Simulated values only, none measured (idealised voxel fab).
The process module presented herein is designated voxel air gaps.
Section cut is 235 nm wide and gridded with 5 nm square cells.
Square cells in a grid make up a cross-section in this document, and the grid is given as bands, listed from the top down, each one or more rows of cells. Within each band entry, the heights of the top and of the bottom of the band appear first, in that order and in nm; the materials of the band then follow from left to right, each with its corresponding width in nm. The designation "everywhere" on a single material indicates that it fills the band from edge to edge; the designation "blank" indicates empty space. Measure heights from 0. That's the level where, below it, the as-received wafer is all one material. The lowest band is bottomless and extends downward; write it as in "top 0, no bottom". Width: "30->40" (first number = top row, second number = bottom row, same change from row to row of cells). Key: "remained unchanged" - step with no changed cell in the cross-section. This entry, "Sealed cavities", enumerates those empty regions of no fewer than 8 cells that possess no open connection to the top. Each region is reported in the form width x height at distance, the distance being taken from the left edge, with all three quantities expressed in nm. Past the settings on a step's line: simulator remark, on that step. If you see "overlay nm" on a step's line and that step has a mask, it's telling you how far right of where it was planned the mask ended up; a negative number means it went left instead.
**The steps planned for the process are as follows**
1. RECEIVE with material Si
2. CONFORMAL_DEP with material SiO2, thk nm 10
3. CONFORMAL_DEP with material SiN, thk nm 5
4. DIRECTIONAL_DEP with material SiO2, thk nm 40
5. DIRECTIONAL_DEP with material aC, thk nm 15
6. PATTERN with tone open, mask id LINES, material resist, width nm 25, pitch nm 55, thk nm 30, overlay nm 0
7. DIRECTIONAL_ETCH with etch materials aC, depth nm 15
8. STRIP with etch materials resist
9. DIRECTIONAL_ETCH with etch materials SiO2, depth nm 40
10. STRIP with etch materials aC
11. CONFORMAL_DEP with material TiN, thk nm 5
12. FILL_DEP with material Cu, thk nm 5
13. CMP with height nm 55
14. EPI with material Ru, thk nm 10
15. SELECTIVE_ETCH with etch materials SiO2, depth nm 50
16. CONFORMAL_DEP with material SiCN, thk nm 5
**Shown in cross-section is the wafer as received, that is, as it stands after step 1**
* top 0, no bottom | Si everywhere
* Sealed cavities: none
**First of two wafers at the end of the module, shown in cross-section; run carried out as planned**
* top 70, bottom 65 | 5 blank; 220 SiCN; 10 blank
* top 65, bottom 55 | 5 blank; 5 SiCN; 45 Ru; 10 SiCN; 45 Ru; 10 SiCN; 45 Ru; 10 SiCN; 45 Ru; 5 SiCN; 10 blank
* top 55, bottom 50 | 5 blank; 15 SiCN; 5 TiN; 15 Cu; 5 TiN; 30 SiCN; 5 TiN; 15 Cu; 5 TiN; 30 SiCN; 5 TiN; 15 Cu; 5 TiN; 30 SiCN; 5 TiN; 15 Cu; 5 TiN; 15 SiCN; 10 blank
* top 50, bottom 20 | 15 blank; 5 SiCN; 5 TiN; 15 Cu; 5 TiN; 5 SiCN; 20 blank; 5 SiCN; 5 TiN; 15 Cu; 5 TiN; 5 SiCN; 20 blank; 5 SiCN; 5 TiN; 15 Cu; 5 TiN; 5 SiCN; 20 blank; 5 SiCN; 5 TiN; 15 Cu; 5 TiN; 5 SiCN; 20 blank
* top 20, bottom 15 | 20 SiCN; 25 TiN; 30 SiCN; 25 TiN; 30 SiCN; 25 TiN; 30 SiCN; 25 TiN; 25 SiCN
* top 15, bottom 10 | SiN everywhere
* top 10, bottom 0 | SiO2 everywhere
* top 0, no bottom | Si everywhere
* Sealed cavities: 20 x 30 at 50; 20 x 30 at 105; 20 x 30 at 160
**What the second wafer looks like in cross-section once the module is done. Its start and its plan matched the first wafer's exactly; what differed was one mistake in how it was run**
* top 70, bottom 65 | SiCN everywhere
* top 65, bottom 55 | 30 Ru; 5 SiCN; 50 Ru; 5 SiCN; 50 Ru; 5 SiCN; 50 Ru; 5 SiCN; 35 Ru
* top 55, bottom 50 | 15 Cu; 5 TiN; 25 SiCN; 5 TiN; 20 Cu; 5 TiN; 25 SiCN; 5 TiN; 20 Cu; 5 TiN; 25 SiCN; 5 TiN; 20 Cu; 5 TiN; 25 SiCN; 5 TiN; 20 Cu
* top 50, bottom 20 | 15 Cu; 5 TiN; 5 SiCN; 15 blank; 5 SiCN; 5 TiN; 20 Cu; 5 TiN; 5 SiCN; 15 blank; 5 SiCN; 5 TiN; 20 Cu; 5 TiN; 5 SiCN; 15 blank; 5 SiCN; 5 TiN; 20 Cu; 5 TiN; 5 SiCN; 15 blank; 5 SiCN; 5 TiN; 20 Cu
* top 20, bottom 15 | 20 TiN; 25 SiCN; 30 TiN; 25 SiCN; 30 TiN; 25 SiCN; 30 TiN; 25 SiCN; 25 TiN
* top 15, bottom 10 | SiN everywhere
* top 10, bottom 0 | SiO2 everywhere
* top 0, no bottom | Si everywhere
* Sealed cavities: 15 x 30 at 25; 15 x 30 at 80; 15 x 30 at 135; 15 x 30 at 190
Error vs. plan: heads up, step 6 didn't go per plan, it actually ran as PATTERN with tone cover, mask id LINES, material resist, width nm 25, pitch nm 55, thk nm 30, overlay nm 0
In the final state, the cell counts of the second wafer exceed or fall short of those of the first for the following materials: +49 Cu; +14 Ru; -16 SiCN; +7 TiN
Note - end result: 3 closed voids (first wafer), 4 closed voids (second wafer).
